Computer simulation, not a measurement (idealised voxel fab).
Process module under the name voxel wiring stack
Cross-section cut: width 230 nm, square cells of 5 nm.
Cross-section layout: square cells on a grid; listed as bands, top to bottom; a band spans one or more cell rows.
For a band, the entry starts with two heights in nm, that of the top and then that of the bottom, and carries on with the band's materials in order from left to right, each alongside its width in nm; the word "all across" beside a single material means it fills the band edge to edge, and "empty" means empty space.
A quick word on heights: they are counted from 0, and under that level the wafer as it came to us is one material throughout. The lowest band is different from the rest in having no bottom; it simply continues downward, written as in "top 0, no bottom".
Note: "30 to 40" means the width goes from the first number (top row of the band) to the second number (bottom row) in equal steps per row of cells.
Take "nothing got changed" at face value: in the step it is given for, the cross-section changed in none of its cells.
"Voids, fully enclosed" specifies each empty space that is not open to the top and that occupies no fewer than 8 cells, using the form width x height at distance, the distance measured from the left edge and all three quantities in nm.
Post-settings text on a step line: simulator's own remark regarding the step.
Regarding "overlay nm": on a step with a mask, it is the distance the mask lay to the right of its planned place; a negative value places it to the left.
Pairs, read this way: before one process step on the one hand, after it on the other, the after cross-section ending at the lowest band that changed; the step between, settings included, beneath. Same starting wafer throughout, but possibly different runs of this module, so no pair continues from the pair above unless its entry headed "Snapshot before" says so.
**Snapshot before**
> top 0, no bottom = Si all across
> Voids, fully enclosed: none
**Cross-Section Thereafter**
> top 10, bottom 0 = SiO2 all across
> Under the height 0 nothing was changed.
> Voids, fully enclosed: none
Going from the before section above to the after section, the step was CONFORMAL_DEP [material SiO2] [thk nm 10]
Snapshot before: Please consult the pair immediately above; the cross-section it shows after its step is the state before this step.
**Cross-Section Thereafter**
> top 15, bottom 10 = TiN all across
> Under the height 10 nothing was changed.
> Voids, fully enclosed: none
Going from the before section above to the after section, the step was DIRECTIONAL_DEP [material TiN] [thk nm 5]
Snapshot before: Please consult the pair immediately above; the cross-section it shows after its step is the state before this step.
**Cross-Section Thereafter**
> top 40, bottom 15 = Ru all across
> Under the height 15 nothing was changed.
> Voids, fully enclosed: none
Going from the before section above to the after section, the step was DIRECTIONAL_DEP [material Ru] [thk nm 25]
Snapshot before: Please consult the pair immediately above; the cross-section it shows after its step is the state before this step.
**Cross-Section Thereafter**
> top 60, bottom 40 = empty 75 / resist 25 / empty 30 / resist 25 / empty 75
> Under the height 40 nothing was changed.
> Voids, fully enclosed: none
Going from the before section above to the after section, the step was PATTERN [tone cover] [mask id METAL_1] [material resist] [width nm 25] [pitch nm 55] [thk nm 20] [overlay nm 0]
Snapshot before: Please consult the pair immediately above; the cross-section it shows after its step is the state before this step.
**Cross-Section Thereafter**
> top 60, bottom 40 = empty 75 / resist 25 / empty 30 / resist 25 / empty 75
> top 40, bottom 15 = empty 75 / Ru 25 / empty 30 / Ru 25 / empty 75
> Under the height 15 nothing was changed.
> Voids, fully enclosed: none
Going from the before section above to the after section, the step was DIRECTIONAL_ETCH [etch materials Ru] [depth nm 25]
Snapshot before: Please consult the pair immediately above; the cross-section it shows after its step is the state before this step.
**Cross-Section Thereafter**
> top 60, bottom 40 = empty 75 / resist 25 / empty 30 / resist 25 / empty 75
> top 40, bottom 15 = empty 75 / Ru 25 / empty 30 / Ru 25 / empty 75
> top 15, bottom 10 = empty 75 / TiN 25 / empty 30 / TiN 25 / empty 75
> Under the height 10 nothing was changed.
> Voids, fully enclosed: none
Going from the before section above to the after section, the step was DIRECTIONAL_ETCH [etch materials TiN] [depth nm 5]
Snapshot before: Please consult the pair immediately above; the cross-section it shows after its step is the state before this step.
**Cross-Section Thereafter**
> top 40, bottom 15 = empty 75 / Ru 25 / empty 30 / Ru 25 / empty 75
> Under the height 15 nothing was changed.
> Voids, fully enclosed: none
Going from the before section above to the after section, the step was STRIP [etch materials resist]
Snapshot before: Please consult the pair immediately above; the cross-section it shows after its step is the state before this step.
**Cross-Section Thereafter**
> top 50, bottom 40 = SiO2 all across
> top 40, bottom 15 = SiO2 75 / Ru 25 / SiO2 30 / Ru 25 / SiO2 75
> top 15, bottom 10 = SiO2 75 / TiN 25 / SiO2 30 / TiN 25 / SiO2 75
> Under the height 10 nothing was changed.
> Voids, fully enclosed: none
Going from the before section above to the after section, the step was FILL_DEP [material SiO2] [thk nm 10]
Snapshot before: Please consult the pair immediately above; the cross-section it shows after its step is the state before this step.
**Cross-Section Thereafter**
> top 40, bottom 15 = SiO2 75 / Ru 25 / SiO2 30 / Ru 25 / SiO2 75
> Under the height 15 nothing was changed.
> Voids, fully enclosed: none
Going from the before section above to the after section, the step was CMP [height nm 40]
Snapshot before: Please consult the pair immediately above; the cross-section it shows after its step is the state before this step.
**Cross-Section Thereafter**
> top 45, bottom 40 = SiCN all across
> Under the height 40 nothing was changed.
> Voids, fully enclosed: none
Going from the before section above to the after section, the step was CONFORMAL_DEP [material SiCN] [thk nm 5]
Snapshot before: Please consult the pair immediately above; the cross-section it shows after its step is the state before this step.
**Cross-Section Thereafter**
> top 65, bottom 45 = lowk all across
> Under the height 45 nothing was changed.
> Voids, fully enclosed: none
Going from the before section above to the after section, the step was DIRECTIONAL_DEP [material lowk] [thk nm 20]
Snapshot before: Please consult the pair immediately above; the cross-section it shows after its step is the state before this step.
**Cross-Section Thereafter**
> top 65, bottom 45 = lowk 75 / empty 15 / lowk 40 / empty 15 / lowk 85
> Under the height 45 nothing was changed.
> Voids, fully enclosed: none
Going from the before section above to the after section, the step was MASKED_ETCH [tone open] [mask id PLUG_1] [width nm 15] [pitch nm 55] [etch materials lowk] [depth nm 20] [overlay nm 0]
Snapshot before: Please consult the pair immediately above; the cross-section it shows after its step is the state before this step.
**Cross-Section Thereafter**
> top 65, bottom 45 = lowk 75 / empty 15 / lowk 40 / empty 15 / lowk 85
> top 45, bottom 40 = SiCN 75 / empty 15 / SiCN 40 / empty 15 / SiCN 85
> Under the height 40 nothing was changed.
> Voids, fully enclosed: none
Going from the before section above to the after section, the step was MASKED_ETCH [tone open] [mask id PLUG_1] [width nm 15] [pitch nm 55] [etch materials SiCN] [depth nm 5] [overlay nm 0]
Snapshot before: Please consult the pair immediately above; the cross-section it shows after its step is the state before this step.
**Cross-Section Thereafter**
> top 65, bottom 50 = lowk 75 / empty 15 / lowk 40 / empty 15 / lowk 85
> top 50, bottom 45 = lowk 75 / Ru 15 / lowk 40 / Ru 15 / lowk 85
> top 45, bottom 40 = SiCN 75 / Ru 15 / SiCN 40 / Ru 15 / SiCN 85
> Under the height 40 nothing was changed.
> Voids, fully enclosed: none
Going from the before section above to the after section, the step was EPI [material Ru] [thk nm 10]
Snapshot before: Please consult the pair immediately above; the cross-section it shows after its step is the state before this step.
**Cross-Section Thereafter**
> top 65, bottom 60 = lowk 75 / empty 15 / lowk 40 / empty 15 / lowk 85
> top 60, bottom 45 = lowk 75 / Ru 15 / lowk 40 / Ru 15 / lowk 85
> Under the height 45 nothing was changed.
> Voids, fully enclosed: none
Going from the before section above to the after section, the step was EPI [material Ru] [thk nm 10]
Snapshot before: Please consult the pair immediately above; the cross-section it shows after its step is the state before this step.
**Cross-Section Thereafter**
> top 65, bottom 45 = lowk 75 / Ru 15 / lowk 40 / Ru 15 / lowk 85
> Under the height 45 nothing was changed.
> Voids, fully enclosed: none
Going from the before section above to the after section, the step was EPI [material Ru] [thk nm 5]
Snapshot before: Please consult the pair immediately above; the cross-section it shows after its step is the state before this step.
**Cross-Section Thereafter**
> top 70, bottom 65 = SiN all across
> Under the height 65 nothing was changed.
> Voids, fully enclosed: none
Going from the before section above to the after section, the step was CONFORMAL_DEP [material SiN] [thk nm 5]
Snapshot before: Please consult the pair immediately above; the cross-section it shows after its step is the state before this step.
**Cross-Section Thereafter**
> top 90, bottom 70 = lowk all across
> Under the height 70 nothing was changed.
> Voids, fully enclosed: none
Going from the before section above to the after section, the step was DIRECTIONAL_DEP [material lowk] [thk nm 20]
Snapshot before: Please consult the pair immediately above; the cross-section it shows after its step is the state before this step.
**Cross-Section Thereafter**
> top 90, bottom 70 = lowk 75 / empty 25 / lowk 30 / empty 25 / lowk 75
> Under the height 70 nothing was changed.
> Voids, fully enclosed: none
Going from the before section above to the after section, the step was MASKED_ETCH [tone open] [mask id METAL_2] [width nm 25] [pitch nm 55] [etch materials lowk] [depth nm 20] [overlay nm 0]
Snapshot before: Please consult the pair immediately above; the cross-section it shows after its step is the state before this step.
**Cross-Section Thereafter**
> top 90, bottom 70 = lowk 75 / empty 25 / lowk 30 / empty 25 / lowk 75
> top 70, bottom 65 = SiN 75 / empty 25 / SiN 30 / empty 25 / SiN 75
> Under the height 65 nothing was changed.
> Voids, fully enclosed: none
Going from the before section above to the after section, the step was MASKED_ETCH [tone open] [mask id METAL_2] [width nm 25] [pitch nm 55] [etch materials SiN] [depth nm 5] [overlay nm 0]
Snapshot before: Please consult the pair immediately above; the cross-section it shows after its step is the state before this step.
**Cross-Section Thereafter**
> top 95, bottom 90 = TiN 80 / empty 15 / TiN 40 / empty 15 / TiN 80
> top 90, bottom 70 = lowk 75 / TiN 5 / empty 15 / TiN 5 / lowk 30 / TiN 5 / empty 15 / TiN 5 / lowk 75
> top 70, bottom 65 = SiN 75 / TiN 25 / SiN 30 / TiN 25 / SiN 75
> Under the height 65 nothing was changed.
> Voids, fully enclosed: none
Going from the before section above to the after section, the step was CONFORMAL_DEP [material TiN] [thk nm 5]
Snapshot before: Please consult the pair immediately above; the cross-section it shows after its step is the state before this step.
**Cross-Section Thereafter**
> top 105, bottom 95 = Ru all across
> top 95, bottom 90 = TiN 80 / Ru 15 / TiN 40 / Ru 15 / TiN 80
> top 90, bottom 70 = lowk 75 / TiN 5 / Ru 15 / TiN 5 / lowk 30 / TiN 5 / Ru 15 / TiN 5 / lowk 75
> Under the height 70 nothing was changed.
> Voids, fully enclosed: none
Going from the before section above to the after section, the step was FILL_DEP [material Ru] [thk nm 10]
Snapshot before: Please consult the pair immediately above; the cross-section it shows after its step is the state before this step.
**Cross-Section Thereafter**
> top 90, bottom 70 = lowk 75 / TiN 5 / Ru 15 / TiN 5 / lowk 30 / TiN 5 / Ru 15 / TiN 5 / lowk 75
> Under the height 70 nothing was changed.
> Voids, fully enclosed: none
Going from the before section above to the after section, the step was CMP [height nm 90]
Snapshot before: Please consult the pair immediately above; the cross-section it shows after its step is the state before this step.
**Cross-Section Thereafter**
> top 95, bottom 90 = empty 70 / Ru 35 / empty 20 / Ru 35 / empty 70
> Under the height 90 nothing was changed.
> Voids, fully enclosed: none
Going from the before section above to the after section, the step was EPI [material Ru] [thk nm 5]
Snapshot before: Please consult the pair immediately above; the cross-section it shows after its step is the state before this step.
**Cross-Section Thereafter**
> top 100, bottom 95 = SiCN all across
> top 95, bottom 90 = SiCN 70 / Ru 35 / SiCN 20 / Ru 35 / SiCN 70
> Under the height 90 nothing was changed.
> Voids, fully enclosed: none
Going from the before section above to the after section, the step was FILL_DEP [material SiCN] [thk nm 5]
Snapshot before: Please consult the pair immediately above; the cross-section it shows after its step is the state before this step.
**Cross-Section Thereafter**
> top 135, bottom 100 = lowk all across
> Under the height 100 nothing was changed.
> Voids, fully enclosed: none
Going from the before section above to the after section, the step was DIRECTIONAL_DEP [material lowk] [thk nm 35]
Snapshot before: Please consult the pair immediately above; the cross-section it shows after its step is the state before this step.
**Cross-Section Thereafter**
> top 145, bottom 135 = aC all across
> Under the height 135 nothing was changed.
> Voids, fully enclosed: none
Going from the before section above to the after section, the step was DIRECTIONAL_DEP [material aC] [thk nm 10]
Snapshot before: Please consult the pair immediately above; the cross-section it shows after its step is the state before this step.
**Cross-Section Thereafter**
> top 170, bottom 145 = resist 75 / empty 25 / resist 30 / empty 25 / resist 75
> Under the height 145 nothing was changed.
> Voids, fully enclosed: none
Going from the before section above to the after section, the step was PATTERN [tone open] [mask id METAL_3] [material resist] [width nm 25] [pitch nm 55] [thk nm 25] [overlay nm 0]
Snapshot before: Please consult the pair immediately above; the cross-section it shows after its step is the state before this step.
**Cross-Section Thereafter**
> top 160, bottom 145 = resist 75 / empty 25 / resist 30 / empty 25 / resist 75
> top 145, bottom 135 = aC 75 / empty 25 / aC 30 / empty 25 / aC 75
> Under the height 135 nothing was changed.
> Voids, fully enclosed: none
Going from the before section above to the after section, the step was DIRECTIONAL_ETCH [etch materials aC] [depth nm 10]
Snapshot before: Please consult the pair immediately above; the cross-section it shows after its step is the state before this step.
**Cross-Section Thereafter**
> top 145, bottom 135 = aC 75 / empty 25 / aC 30 / empty 25 / aC 75
> Under the height 135 nothing was changed.
> Voids, fully enclosed: none
Going from the before section above to the after section, the step was STRIP [etch materials resist]
Snapshot before: Please consult the pair immediately above; the cross-section it shows after its step is the state before this step.
**Cross-Section Thereafter**
> top 145, bottom 135 = aC 75 / empty 25 / aC 30 / empty 25 / aC 75
> top 135, bottom 115 = lowk 75 / empty 25 / lowk 30 / empty 25 / lowk 75
> Under the height 115 nothing was changed.
> Voids, fully enclosed: none
Going from the before section above to the after section, the step was DIRECTIONAL_ETCH [etch materials lowk] [depth nm 20]
Snapshot before: Please consult the pair immediately above; the cross-section it shows after its step is the state before this step.
**Cross-Section Thereafter**
> top 135, bottom 115 = lowk 75 / empty 25 / lowk 30 / empty 25 / lowk 75
> Under the height 115 nothing was changed.
> Voids, fully enclosed: none
Going from the before section above to the after section, the step was STRIP [etch materials aC]
Snapshot before: Please consult the pair immediately above; the cross-section it shows after its step is the state before this step.
**Cross-Section Thereafter**
> top 145, bottom 135 = aC 75 / empty 25 / aC 30 / empty 25 / aC 75
> top 135, bottom 125 = lowk 75 / empty 25 / lowk 30 / empty 25 / lowk 75
> top 125, bottom 115 = lowk 75 / aC 25 / lowk 30 / aC 25 / lowk 75
> Under the height 115 nothing was changed.
> Voids, fully enclosed: none
Going from the before section above to the after section, the step was DIRECTIONAL_DEP [material aC] [thk nm 10]
Snapshot before: Please consult the pair immediately above; the cross-section it shows after its step is the state before this step.
**Cross-Section Thereafter**
> top 175, bottom 145 = resist 75 / empty 15 / resist 40 / empty 15 / resist 85
> top 145, bottom 135 = aC 75 / empty 15 / resist 10 / aC 30 / empty 15 / resist 10 / aC 75
> top 135, bottom 125 = lowk 75 / empty 15 / resist 10 / lowk 30 / empty 15 / resist 10 / lowk 75
> Under the height 125 nothing was changed.
> Voids, fully enclosed: none
Going from the before section above to the after section, the step was PATTERN [tone open] [mask id METAL_3_HOLES] [material resist] [width nm 15] [pitch nm 55] [thk nm 30] [overlay nm 0]
Snapshot before: Please consult the pair immediately above; the cross-section it shows after its step is the state before this step.
**Cross-Section Thereafter**
> top 165, bottom 145 = resist 75 / empty 15 / resist 40 / empty 15 / resist 85
> top 145, bottom 135 = aC 75 / empty 15 / resist 10 / aC 30 / empty 15 / resist 10 / aC 75
> top 135, bottom 125 = lowk 75 / empty 15 / resist 10 / lowk 30 / empty 15 / resist 10 / lowk 75
> top 125, bottom 115 = lowk 75 / empty 15 / aC 10 / lowk 30 / empty 15 / aC 10 / lowk 75
> Under the height 115 nothing was changed.
> Voids, fully enclosed: none
Going from the before section above to the after section, the step was DIRECTIONAL_ETCH [etch materials aC] [depth nm 10]
Snapshot before: Please consult the pair immediately above; the cross-section it shows after its step is the state before this step.
**Cross-Section Thereafter**
> top 145, bottom 135 = aC 75 / empty 25 / aC 30 / empty 25 / aC 75
> top 135, bottom 125 = lowk 75 / empty 25 / lowk 30 / empty 25 / lowk 75
> Under the height 125 nothing was changed.
> Voids, fully enclosed: none
Going from the before section above to the after section, the step was STRIP [etch materials resist]
Snapshot before: Please consult the pair immediately above; the cross-section it shows after its step is the state before this step.
**Cross-Section Thereafter**
> top 145, bottom 135 = aC 75 / empty 25 / aC 30 / empty 25 / aC 75
> top 135, bottom 125 = lowk 75 / empty 25 / lowk 30 / empty 25 / lowk 75
> top 125, bottom 115 = lowk 75 / empty 15 / aC 10 / lowk 30 / empty 15 / aC 10 / lowk 75
> top 115, bottom 100 = lowk 75 / empty 15 / lowk 40 / empty 15 / lowk 85
> Under the height 100 nothing was changed.
> Voids, fully enclosed: none
Going from the before section above to the after section, the step was DIRECTIONAL_ETCH [etch materials lowk] [depth nm 15]
Snapshot before: Please consult the pair immediately above; the cross-section it shows after its step is the state before this step.
**Cross-Section Thereafter**
> top 145, bottom 135 = aC 75 / empty 25 / aC 30 / empty 25 / aC 75
> top 135, bottom 125 = lowk 75 / empty 25 / lowk 30 / empty 25 / lowk 75
> top 125, bottom 115 = lowk 75 / empty 15 / aC 10 / lowk 30 / empty 15 / aC 10 / lowk 75
> top 115, bottom 100 = lowk 75 / empty 15 / lowk 40 / empty 15 / lowk 85
> top 100, bottom 95 = SiCN 75 / empty 15 / SiCN 40 / empty 15 / SiCN 85
> Under the height 95 nothing was changed.
> Voids, fully enclosed: none
Going from the before section above to the after section, the step was DIRECTIONAL_ETCH [etch materials SiCN] [depth nm 5]
Snapshot before: Please consult the pair immediately above; the cross-section it shows after its step is the state before this step.
**Cross-Section Thereafter**
> top 135, bottom 115 = lowk 75 / empty 25 / lowk 30 / empty 25 / lowk 75
> Under the height 115 nothing was changed.
> Voids, fully enclosed: none
Going from the before section above to the after section, the step was STRIP [etch materials aC]
Snapshot before: Please consult the pair immediately above; the cross-section it shows after its step is the state before this step.
**Cross-Section Thereafter**
> top 140, bottom 135 = TiN 80 / empty 15 / TiN 40 / empty 15 / TiN 80
> top 135, bottom 120 = lowk 75 / TiN 5 / empty 15 / TiN 5 / lowk 30 / TiN 5 / empty 15 / TiN 5 / lowk 75
> top 120, bottom 115 = lowk 75 / TiN 5 / empty 5 / TiN 15 / lowk 30 / TiN 5 / empty 5 / TiN 15 / lowk 75
> top 115, bottom 100 = lowk 75 / TiN 5 / empty 5 / TiN 5 / lowk 40 / TiN 5 / empty 5 / TiN 5 / lowk 85
> top 100, bottom 95 = SiCN 75 / TiN 15 / SiCN 40 / TiN 15 / SiCN 85
> Under the height 95 nothing was changed.
> Voids, fully enclosed: none
Going from the before section above to the after section, the step was CONFORMAL_DEP [material TiN] [thk nm 5]
Snapshot before: Please consult the pair immediately above; the cross-section it shows after its step is the state before this step.
**Cross-Section Thereafter**
> top 150, bottom 140 = Cu all across
> top 140, bottom 135 = TiN 80 / Cu 15 / TiN 40 / Cu 15 / TiN 80
> top 135, bottom 120 = lowk 75 / TiN 5 / Cu 15 / TiN 5 / lowk 30 / TiN 5 / Cu 15 / TiN 5 / lowk 75
> top 120, bottom 115 = lowk 75 / TiN 5 / Cu 5 / TiN 15 / lowk 30 / TiN 5 / Cu 5 / TiN 15 / lowk 75
> top 115, bottom 100 = lowk 75 / TiN 5 / Cu 5 / TiN 5 / lowk 40 / TiN 5 / Cu 5 / TiN 5 / lowk 85
> Under the height 100 nothing was changed.
> Voids, fully enclosed: none
Going from the before section above to the after section, the step was FILL_DEP [material Cu] [thk nm 10]
Snapshot before: Please consult the pair immediately above; the cross-section it shows after its step is the state before this step.
**Cross-Section Thereafter**
> top 135, bottom 120 = lowk 75 / TiN 5 / Cu 15 / TiN 5 / lowk 30 / TiN 5 / Cu 15 / TiN 5 / lowk 75
> Under the height 120 nothing was changed.
> Voids, fully enclosed: none
Going from the before section above to the after section, the step was CMP [height nm 135]
Snapshot before: Please consult the pair immediately above; the cross-section it shows after its step is the state before this step.
**Cross-Section Thereafter**
> top 140, bottom 135 = SiN all across
> Under the height 135 nothing was changed.
> Voids, fully enclosed: none
Going from the before section above to the after section, the step was CONFORMAL_DEP [material SiN] [thk nm 5]
**Snapshot before**
> top 0, no bottom = Si all across
> Voids, fully enclosed: none
**Cross-Section Thereafter**
> top 5, bottom 0 = TiN all across
> Under the height 0 nothing was changed.
> Voids, fully enclosed: none
Going from the before section above to the after section, the step was DIRECTIONAL_DEP [material TiN] [thk nm 5]
Snapshot before: Please consult the pair immediately above; the cross-section it shows after its step is the state before this step.
**Cross-Section Thereafter**
> top 30, bottom 5 = Ru all across
> Under the height 5 nothing was changed.
> Voids, fully enclosed: none
Going from the before section above to the after section, the step was DIRECTIONAL_DEP [material Ru] [thk nm 25]
Snapshot before: Please consult the pair immediately above; the cross-section it shows after its step is the state before this step.
**Cross-Section Thereafter**
> top 50, bottom 30 = empty 75 / resist 25 / empty 30 / resist 25 / empty 75
> Under the height 30 nothing was changed.
> Voids, fully enclosed: none
Going from the before section above to the after section, the step was PATTERN [tone cover] [mask id METAL_1] [material resist] [width nm 25] [pitch nm 55] [thk nm 20] [overlay nm 0]
Snapshot before: Please consult the pair immediately above; the cross-section it shows after its step is the state before this step.
**Cross-Section Thereafter**
> top 50, bottom 30 = empty 75 / resist 25 / empty 30 / resist 25 / empty 75
> top 30, bottom 5 = empty 75 / Ru 25 / empty 30 / Ru 25 / empty 75
> Under the height 5 nothing was changed.
> Voids, fully enclosed: none
Going from the before section above to the after section, the step was DIRECTIONAL_ETCH [etch materials Ru] [depth nm 25]
Snapshot before: Please consult the pair immediately above; the cross-section it shows after its step is the state before this step.
**Cross-Section Thereafter**
> top 50, bottom 30 = empty 75 / resist 25 / empty 30 / resist 25 / empty 75
> top 30, bottom 5 = empty 75 / Ru 25 / empty 30 / Ru 25 / empty 75
> top 5, bottom 0 = empty 75 / TiN 25 / empty 30 / TiN 25 / empty 75
> Under the height 0 nothing was changed.
> Voids, fully enclosed: none
Going from the before section above to the after section, the step was DIRECTIONAL_ETCH [etch materials TiN] [depth nm 5]
Snapshot before: Please consult the pair immediately above; the cross-section it shows after its step is the state before this step.
**Cross-Section Thereafter**
> top 30, bottom 5 = empty 75 / Ru 25 / empty 30 / Ru 25 / empty 75
> Under the height 5 nothing was changed.
> Voids, fully enclosed: none
Going from the before section above to the after section, the step was STRIP [etch materials resist]
Snapshot before: Please consult the pair immediately above; the cross-section it shows after its step is the state before this step.
**Cross-Section Thereafter**
> top 40, bottom 30 = SiO2 all across
> top 30, bottom 5 = SiO2 75 / Ru 25 / SiO2 30 / Ru 25 / SiO2 75
> top 5, bottom 0 = SiO2 75 / TiN 25 / SiO2 30 / TiN 25 / SiO2 75
> Under the height 0 nothing was changed.
> Voids, fully enclosed: none
Going from the before section above to the after section, the step was FILL_DEP [material SiO2] [thk nm 10]
Snapshot before: Please consult the pair immediately above; the cross-section it shows after its step is the state before this step.
**Cross-Section Thereafter**
> top 45, bottom 40 = SiCN all across
> Under the height 40 nothing was changed.
> Voids, fully enclosed: none
Going from the before section above to the after section, the step was CONFORMAL_DEP [material SiCN] [thk nm 5]
Snapshot before: Please consult the pair immediately above; the cross-section it shows after its step is the state before this step.
**Cross-Section Thereafter**
> top 65, bottom 45 = lowk all across
> Under the height 45 nothing was changed.
> Voids, fully enclosed: none
Going from the before section above to the after section, the step was DIRECTIONAL_DEP [material lowk] [thk nm 20]
Snapshot before: Please consult the pair immediately above; the cross-section it shows after its step is the state before this step.
**Cross-Section Thereafter**
> top 65, bottom 45 = lowk 75 / empty 15 / lowk 40 / empty 15 / lowk 85
> Under the height 45 nothing was changed.
> Voids, fully enclosed: none
Going from the before section above to the after section, the step was MASKED_ETCH [tone open] [mask id PLUG_1] [width nm 15] [pitch nm 55] [etch materials lowk] [depth nm 20] [overlay nm 0]
Snapshot before: Please consult the pair immediately above; the cross-section it shows after its step is the state before this step.
**Cross-Section Thereafter**
> top 65, bottom 45 = lowk 75 / empty 15 / lowk 40 / empty 15 / lowk 85
> top 45, bottom 40 = SiCN 75 / empty 15 / SiCN 40 / empty 15 / SiCN 85
> Under the height 40 nothing was changed.
> Voids, fully enclosed: none
Going from the before section above to the after section, the step was MASKED_ETCH [tone open] [mask id PLUG_1] [width nm 15] [pitch nm 55] [etch materials SiCN] [depth nm 5] [overlay nm 0]
Snapshot before: Please consult the pair immediately above; the cross-section it shows after its step is the state before this step.
**Cross-Section Thereafter**
> top 70, bottom 65 = SiN 80 / empty 5 / SiN 50 / empty 5 / SiN 90
> top 65, bottom 45 = lowk 75 / SiN 5 / empty 5 / SiN 5 / lowk 40 / SiN 5 / empty 5 / SiN 5 / lowk 85
> top 45, bottom 40 = SiCN 75 / SiN 15 / SiCN 40 / SiN 15 / SiCN 85
> Under the height 40 nothing was changed.
> Voids, fully enclosed: none
Going from the before section above to the after section, the step was CONFORMAL_DEP [material SiN] [thk nm 5]
Snapshot before: Please consult the pair immediately above; the cross-section it shows after its step is the state before this step.
**Cross-Section Thereafter**
> top 90, bottom 70 = lowk 80 / empty 5 / lowk 50 / empty 5 / lowk 90
> top 70, bottom 65 = SiN 80 / empty 5 / SiN 50 / empty 5 / SiN 90
> top 65, bottom 45 = lowk 75 / SiN 5 / lowk 5 / SiN 5 / lowk 40 / SiN 5 / lowk 5 / SiN 5 / lowk 85
> Under the height 45 nothing was changed.
> Voids, fully enclosed: none
Going from the before section above to the after section, the step was DIRECTIONAL_DEP [material lowk] [thk nm 20]
Snapshot before: Please consult the pair immediately above; the cross-section it shows after its step is the state before this step.
**Cross-Section Thereafter**
> top 90, bottom 70 = lowk 75 / empty 25 / lowk 30 / empty 25 / lowk 75
> top 70, bottom 65 = SiN 80 / empty 5 / SiN 50 / empty 5 / SiN 90
> top 65, bottom 45 = lowk 75 / SiN 5 / empty 5 / SiN 5 / lowk 40 / SiN 5 / empty 5 / SiN 5 / lowk 85
> Under the height 45 nothing was changed.
> Voids, fully enclosed: none
Going from the before section above to the after section, the step was MASKED_ETCH [tone open] [mask id METAL_2] [width nm 25] [pitch nm 55] [etch materials lowk] [depth nm 20] [overlay nm 0]
Snapshot before: Please consult the pair immediately above; the cross-section it shows after its step is the state before this step.
**Cross-Section Thereafter**
> top 90, bottom 70 = lowk 75 / empty 25 / lowk 30 / empty 25 / lowk 75
> top 70, bottom 65 = SiN 75 / empty 25 / SiN 30 / empty 25 / SiN 75
> top 65, bottom 45 = lowk 75 / SiN 5 / empty 5 / SiN 5 / lowk 40 / SiN 5 / empty 5 / SiN 5 / lowk 85
> top 45, bottom 40 = SiCN 75 / SiN 5 / empty 5 / SiN 5 / SiCN 40 / SiN 5 / empty 5 / SiN 5 / SiCN 85
> Under the height 40 nothing was changed.
> Voids, fully enclosed: none
Going from the before section above to the after section, the step was MASKED_ETCH [tone open] [mask id METAL_2] [width nm 25] [pitch nm 55] [etch materials SiN] [depth nm 5] [overlay nm 0]
Snapshot before: Please consult the pair immediately above; the cross-section it shows after its step is the state before this step.
**Cross-Section Thereafter**
> top 95, bottom 90 = TiN 80 / empty 15 / TiN 40 / empty 15 / TiN 80
> top 90, bottom 70 = lowk 75 / TiN 5 / empty 15 / TiN 5 / lowk 30 / TiN 5 / empty 15 / TiN 5 / lowk 75
> top 70, bottom 65 = SiN 75 / TiN 25 / SiN 30 / TiN 25 / SiN 75
> top 65, bottom 45 = lowk 75 / SiN 5 / TiN 5 / SiN 5 / lowk 40 / SiN 5 / TiN 5 / SiN 5 / lowk 85
> top 45, bottom 40 = SiCN 75 / SiN 5 / TiN 5 / SiN 5 / SiCN 40 / SiN 5 / TiN 5 / SiN 5 / SiCN 85
> Under the height 40 nothing was changed.
> Voids, fully enclosed: none
Going from the before section above to the after section, the step was CONFORMAL_DEP [material TiN] [thk nm 5]
Snapshot before: Please consult the pair immediately above; the cross-section it shows after its step is the state before this step.
**Cross-Section Thereafter**
> top 105, bottom 95 = Ru all across
> top 95, bottom 90 = TiN 80 / Ru 15 / TiN 40 / Ru 15 / TiN 80
> top 90, bottom 70 = lowk 75 / TiN 5 / Ru 15 / TiN 5 / lowk 30 / TiN 5 / Ru 15 / TiN 5 / lowk 75
> Under the height 70 nothing was changed.
> Voids, fully enclosed: none
Going from the before section above to the after section, the step was FILL_DEP [material Ru] [thk nm 10]
Snapshot before: Please consult the pair immediately above; the cross-section it shows after its step is the state before this step.
**Cross-Section Thereafter**
> top 90, bottom 70 = lowk 75 / TiN 5 / Ru 15 / TiN 5 / lowk 30 / TiN 5 / Ru 15 / TiN 5 / lowk 75
> Under the height 70 nothing was changed.
> Voids, fully enclosed: none
Going from the before section above to the after section, the step was CMP [height nm 90]
Snapshot before: Please consult the pair immediately above; the cross-section it shows after its step is the state before this step.
**Cross-Section Thereafter**
> top 95, bottom 90 = empty 70 / Ru 35 / empty 20 / Ru 35 / empty 70
> Under the height 90 nothing was changed.
> Voids, fully enclosed: none
Going from the before section above to the after section, the step was EPI [material Ru] [thk nm 5]
Snapshot before: Please consult the pair immediately above; the cross-section it shows after its step is the state before this step.
**Cross-Section Thereafter**
> top 100, bottom 95 = SiCN all across
> top 95, bottom 90 = SiCN 70 / Ru 35 / SiCN 20 / Ru 35 / SiCN 70
> Under the height 90 nothing was changed.
> Voids, fully enclosed: none
Going from the before section above to the after section, the step was FILL_DEP [material SiCN] [thk nm 5]
Snapshot before: Please consult the pair immediately above; the cross-section it shows after its step is the state before this step.
**Cross-Section Thereafter**
> top 135, bottom 100 = lowk all across
> Under the height 100 nothing was changed.
> Voids, fully enclosed: none
Going from the before section above to the after section, the step was DIRECTIONAL_DEP [material lowk] [thk nm 35]
Snapshot before: Please consult the pair immediately above; the cross-section it shows after its step is the state before this step.
**Cross-Section Thereafter**
> top 145, bottom 135 = aC all across
> Under the height 135 nothing was changed.
> Voids, fully enclosed: none
Going from the before section above to the after section, the step was DIRECTIONAL_DEP [material aC] [thk nm 10]
Snapshot before: Please consult the pair immediately above; the cross-section it shows after its step is the state before this step.
**Cross-Section Thereafter**
> top 170, bottom 145 = resist 75 / empty 25 / resist 30 / empty 25 / resist 75
> Under the height 145 nothing was changed.
> Voids, fully enclosed: none
Going from the before section above to the after section, the step was PATTERN [tone open] [mask id METAL_3] [material resist] [width nm 25] [pitch nm 55] [thk nm 25] [overlay nm 0]
Snapshot before: Please consult the pair immediately above; the cross-section it shows after its step is the state before this step.
**Cross-Section Thereafter**
> top 160, bottom 145 = resist 75 / empty 25 / resist 30 / empty 25 / resist 75
> top 145, bottom 135 = aC 75 / empty 25 / aC 30 / empty 25 / aC 75
> Under the height 135 nothing was changed.
> Voids, fully enclosed: none
Going from the before section above to the after section, the step was DIRECTIONAL_ETCH [etch materials aC] [depth nm 10]
Snapshot before: Please consult the pair immediately above; the cross-section it shows after its step is the state before this step.
**Cross-Section Thereafter**
> top 145, bottom 135 = aC 75 / empty 25 / aC 30 / empty 25 / aC 75
> Under the height 135 nothing was changed.
> Voids, fully enclosed: none
Going from the before section above to the after section, the step was STRIP [etch materials resist]
